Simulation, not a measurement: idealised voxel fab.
process module | voxel tone inversion
cross-section cut | 290 nm wide | cells 5 nm
A cross-section is a grid of square cells, given in bands from the top down. A band is one or more rows of cells.
Each band's line starts with the height of the band's top and of its bottom, in nm. Then come its materials from left to right, each with its width in nm. One material with "throughout" fills the band from edge to edge. "air" is empty space.
Height 0 is the level under which the wafer as received is all one material. The lowest band goes on downwards, as in "0 down".
A width such as "30 to 40" changes by the same amount from each row of cells to the next, from the band's top row to its bottom row.
"no change" after a step means that no cell of the cross-section changed.
closed voids: empty space of 8 cells or more with no open way to the top, each as width x height at its distance from the left edge, in nm
after a step's settings: what the simulator itself notes on the step
overlay nm, on a step with a mask: how far to the right of its planned place the mask lay; to the left if negative
plan
1 op RECEIVE | material Si
2 op CONFORMAL_DEP | material SiCN | thk nm 10
3 op DIRECTIONAL_DEP | material polySi | thk nm 15
4 op PATTERN | tone cover | mask id POSTS | material resist | width nm 25 | pitch nm 45 | thk nm 25 | overlay nm 0
5 op DIRECTIONAL_ETCH | etch materials polySi | depth nm 15
6 op STRIP | etch materials resist
7 op FILL_DEP | material lowk | thk nm 5
8 op CMP | height nm 25
9 op STRIP | etch materials polySi
first wafer, as planned
as received, after step 1
  0 down: Si throughout
  closed voids: none
after step 2
  10 to 0: SiCN throughout
  below 0: unchanged
after step 3
  25 to 10: polySi throughout
  below 10: unchanged
after step 4
  50 to 25: air 65 | resist 25 | air 20 | resist 25 | air 20 | resist 25 | air 20 | resist 25 | air 65
  below 25: unchanged
after step 5
  50 to 25: air 65 | resist 25 | air 20 | resist 25 | air 20 | resist 25 | air 20 | resist 25 | air 65
  25 to 10: air 65 | polySi 25 | air 20 | polySi 25 | air 20 | polySi 25 | air 20 | polySi 25 | air 65
  below 10: unchanged
after step 6
  25 to 10: air 65 | polySi 25 | air 20 | polySi 25 | air 20 | polySi 25 | air 20 | polySi 25 | air 65
  below 10: unchanged
after step 7
  30 to 25: lowk throughout
  25 to 10: lowk 65 | polySi 25 | lowk 20 | polySi 25 | lowk 20 | polySi 25 | lowk 20 | polySi 25 | lowk 65
  below 10: unchanged
after step 8
  25 to 10: lowk 65 | polySi 25 | lowk 20 | polySi 25 | lowk 20 | polySi 25 | lowk 20 | polySi 25 | lowk 65
  below 10: unchanged
after step 9
  25 to 10: lowk 65 | air 25 | lowk 20 | air 25 | lowk 20 | air 25 | lowk 20 | air 25 | lowk 65
  below 10: unchanged
second wafer: like start, like plan, one mistake. Through step 6 it matches the first wafer
when step 7 should have ended
  30 to 25: SiCN throughout
  25 to 10: SiCN 65 | polySi 25 | SiCN 20 | polySi 25 | SiCN 20 | polySi 25 | SiCN 20 | polySi 25 | SiCN 65
  below 10: unchanged
when step 8 should have ended
  25 to 10: SiCN 65 | polySi 25 | SiCN 20 | polySi 25 | SiCN 20 | polySi 25 | SiCN 20 | polySi 25 | SiCN 65
  below 10: unchanged
when step 9 should have ended
  25 to 10: SiCN 65 | air 25 | SiCN 20 | air 25 | SiCN 20 | air 25 | SiCN 20 | air 25 | SiCN 65
  below 10: unchanged
what went wrong: step 7 ran as: op FILL_DEP | material SiCN | thk nm 5
at the end the second wafer has, in cells: 114 more of SiCN | 114 fewer of lowk
